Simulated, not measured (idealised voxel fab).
Process module heading - voxel wiring stack
Each square cell in cross-section cut measures 5 nm, and the section as a whole is 210 nm wide.
Each cross-section below is a grid of square cells, stated as bands in top-down order, with one or more rows of cells making up each band. In this notation a band is specified by the heights of its top and bottom, in that order and in nm, after which its materials appear from left to right, each paired with its width in nm. The word "edge to edge" attached to a single material means that material fills the band from edge to edge; the word "empty" stands for empty space. Height datum 0, below which the as-received substrate wafer is one material. Lowest band open at the bottom, running downward: "0..down". Read "30 to 40" as a graded width: first number on top, second number at the bottom, same change between each pair of neighbouring rows. The cross-section has no changed cell in any step marked "changes: none". Under "Closed void register" you'll find the enclosed gaps, the ones with no way out to the top, that are 8 cells or bigger; each reads width x height at distance, with distance counted from the left edge, everything in nm. Formally, on a step line, whatever follows the settings is a remark that the simulator itself makes on the step. A step line may carry the setting "overlay nm", which, for steps involving a mask, states the distance by which the mask lay to the right of its intended position; negative values denote displacement to the left.
## Steps planned for the process
1,RECEIVE: material Si
2,CONFORMAL_DEP: material SiO2, thk nm 15
3,CONFORMAL_DEP: material SiCN, thk nm 5
4,DIRECTIONAL_DEP: material SiO2, thk nm 25
5,PATTERN: tone open, mask id METAL_1, material resist, width nm 20, pitch nm 35, thk nm 20, overlay nm 0
6,DIRECTIONAL_ETCH: etch materials SiO2, depth nm 25
7,DIRECTIONAL_ETCH: etch materials SiCN, depth nm 5
8,STRIP: etch materials resist
9,CONFORMAL_DEP: material TiN, thk nm 5
10,FILL_DEP: material Cu, thk nm 5
11,CMP: height nm 45
12,CONFORMAL_DEP: material SiCN, thk nm 5
13,DIRECTIONAL_DEP: material SiO2, thk nm 30
14,DIRECTIONAL_DEP: material aC, thk nm 10
15,PATTERN: tone open, mask id METAL_2_HOLES, material resist, width nm 15, pitch nm 35, thk nm 25, overlay nm 0
16,DIRECTIONAL_ETCH: etch materials aC, depth nm 10
17,STRIP: etch materials resist
18,DIRECTIONAL_ETCH: etch materials SiO2, depth nm 30
19,STRIP: etch materials aC
20,DIRECTIONAL_DEP: material aC, thk nm 15
21,PATTERN: tone open, mask id METAL_2, material resist, width nm 20, pitch nm 35, thk nm 30, overlay nm 0
22,DIRECTIONAL_ETCH: etch materials aC, depth nm 15
23,STRIP: etch materials resist
24,DIRECTIONAL_ETCH: etch materials SiO2, depth nm 20
25,DIRECTIONAL_ETCH: etch materials SiCN, depth nm 5
26,STRIP: etch materials aC
27,CONFORMAL_DEP: material TiN, thk nm 5
28,FILL_DEP: material Cu, thk nm 10
29,CMP: height nm 80
30,CONFORMAL_DEP: material SiCN, thk nm 5
31,DIRECTIONAL_DEP: material SiO2, thk nm 30
32,MASKED_ETCH: tone open, mask id METAL_3_HOLES, width nm 15, pitch nm 70, etch materials SiO2, depth nm 30, overlay nm 0
33,DIRECTIONAL_DEP: material aC, thk nm 15
34,PATTERN: tone open, mask id METAL_3, material resist, width nm 20, pitch nm 35, thk nm 35, overlay nm 0
35,DIRECTIONAL_ETCH: etch materials aC, depth nm 15
36,STRIP: etch materials resist
37,DIRECTIONAL_ETCH: etch materials SiO2, depth nm 20
38,DIRECTIONAL_ETCH: etch materials SiCN, depth nm 5
39,STRIP: etch materials aC
40,CONFORMAL_DEP: material TiN, thk nm 5
41,FILL_DEP: material Cu, thk nm 5
42,CMP: height nm 115
43,CONFORMAL_DEP: material SiCN, thk nm 5
## Step 1 complete: cross-section of the wafer as received
* 0..down | Si edge to edge
* Closed void register: none
## As-planned run: cross-section of the first of two wafers at end of module
* 120..115 | SiCN edge to edge
* 115..100 | SiO2: 40, TiN: 5, Cu: 10, TiN: 5, SiO2: 15, TiN: 5, Cu: 10, TiN: 5, SiO2: 15, TiN: 5, Cu: 10, TiN: 5, SiO2: 15, TiN: 5, Cu: 10, TiN: 5, SiO2: 45
* 100..95 | SiO2: 40, TiN: 5, Cu: 5, TiN: 10, SiO2: 15, TiN: 20, SiO2: 15, TiN: 5, Cu: 5, TiN: 10, SiO2: 15, TiN: 20, SiO2: 45
* 95..85 | SiO2: 40, TiN: 5, Cu: 5, TiN: 5, SiO2: 55, TiN: 5, Cu: 5, TiN: 5, SiO2: 85
* 85..80 | SiCN: 40, TiN: 15, SiCN: 55, TiN: 15, SiCN: 85
* 80..65 | SiO2: 40, TiN: 5, Cu: 10, TiN: 5, SiO2: 15, TiN: 5, Cu: 10, TiN: 5, SiO2: 15, TiN: 5, Cu: 10, TiN: 5, SiO2: 15, TiN: 5, Cu: 10, TiN: 5, SiO2: 45
* 65..60 | SiO2: 40, TiN: 5, Cu: 5, TiN: 10, SiO2: 15, TiN: 5, Cu: 5, TiN: 10, SiO2: 15, TiN: 5, Cu: 5, TiN: 10, SiO2: 15, TiN: 5, Cu: 5, TiN: 10, SiO2: 45
* 60..50 | SiO2: 40, TiN: 5, Cu: 5, TiN: 5, SiO2: 20, TiN: 5, Cu: 5, TiN: 5, SiO2: 20, TiN: 5, Cu: 5, TiN: 5, SiO2: 20, TiN: 5, Cu: 5, TiN: 5, SiO2: 50
* 50..45 | SiCN: 40, TiN: 15, SiCN: 20, TiN: 15, SiCN: 20, TiN: 15, SiCN: 20, TiN: 15, SiCN: 50
* 45..20 | SiO2: 40, TiN: 5, Cu: 10, TiN: 5, SiO2: 15, TiN: 5, Cu: 10, TiN: 5, SiO2: 15, TiN: 5, Cu: 10, TiN: 5, SiO2: 15, TiN: 5, Cu: 10, TiN: 5, SiO2: 45
* 20..15 | SiCN: 40, TiN: 20, SiCN: 15, TiN: 20, SiCN: 15, TiN: 20, SiCN: 15, TiN: 20, SiCN: 45
* 15..0 | SiO2 edge to edge
* 0..down | Si edge to edge
* Closed void register: none
## Cross-sectional view of the second of two wafers upon completion of the module. This wafer shared its starting condition and process plan with the first; one error was made during its execution
* 120..115 | SiCN edge to edge
* 115..100 | SiO2: 40, TiN: 5, Cu: 10, TiN: 5, SiO2: 15, TiN: 5, Cu: 10, TiN: 5, SiO2: 15, TiN: 5, Cu: 10, TiN: 5, SiO2: 15, TiN: 5, Cu: 10, TiN: 5, SiO2: 45
* 100..95 | SiO2: 40, TiN: 5, Cu: 5, TiN: 10, SiO2: 15, TiN: 20, SiO2: 15, TiN: 5, Cu: 5, TiN: 10, SiO2: 15, TiN: 20, SiO2: 45
* 95..85 | SiO2: 40, TiN: 5, Cu: 5, TiN: 5, SiO2: 55, TiN: 5, Cu: 5, TiN: 5, SiO2: 85
* 85..80 | SiCN: 40, TiN: 15, SiCN: 55, TiN: 15, SiCN: 85
* 80..65 | SiO2: 40, TiN: 5, Cu: 10, TiN: 5, SiO2: 15, TiN: 5, Cu: 10, TiN: 5, SiO2: 15, TiN: 5, Cu: 10, TiN: 5, SiO2: 15, TiN: 5, Cu: 10, TiN: 5, SiO2: 45
* 65..60 | SiO2: 40, TiN: 5, Cu: 5, TiN: 10, SiO2: 15, TiN: 5, Cu: 5, TiN: 10, SiO2: 15, TiN: 5, Cu: 5, TiN: 10, SiO2: 15, TiN: 5, Cu: 5, TiN: 10, SiO2: 45
* 60..50 | SiO2: 40, TiN: 5, Cu: 5, TiN: 5, SiO2: 20, TiN: 5, Cu: 5, TiN: 5, SiO2: 20, TiN: 5, Cu: 5, TiN: 5, SiO2: 20, TiN: 5, Cu: 5, TiN: 5, SiO2: 50
* 50..45 | SiCN: 40, TiN: 15, SiCN: 20, TiN: 15, SiCN: 20, TiN: 15, SiCN: 20, TiN: 15, SiCN: 50
* 45..40 | TiN: 45, Cu: 10, TiN: 25, Cu: 10, TiN: 25, Cu: 10, TiN: 25, Cu: 10, TiN: 50
* 40..20 | SiO2: 40, TiN: 5, Cu: 10, TiN: 5, SiO2: 15, TiN: 5, Cu: 10, TiN: 5, SiO2: 15, TiN: 5, Cu: 10, TiN: 5, SiO2: 15, TiN: 5, Cu: 10, TiN: 5, SiO2: 45
* 20..15 | SiO2: 40, TiN: 20, SiO2: 15, TiN: 20, SiO2: 15, TiN: 20, SiO2: 15, TiN: 20, SiO2: 45
* 15..0 | SiO2 edge to edge
* 0..down | Si edge to edge
* Closed void register: none
Run error: the plan's step 3 was left out and never carried out
Count the cells at the end and the second wafer has more or fewer of some materials than the first: 26 fewer of SiCN, 26 more of TiN
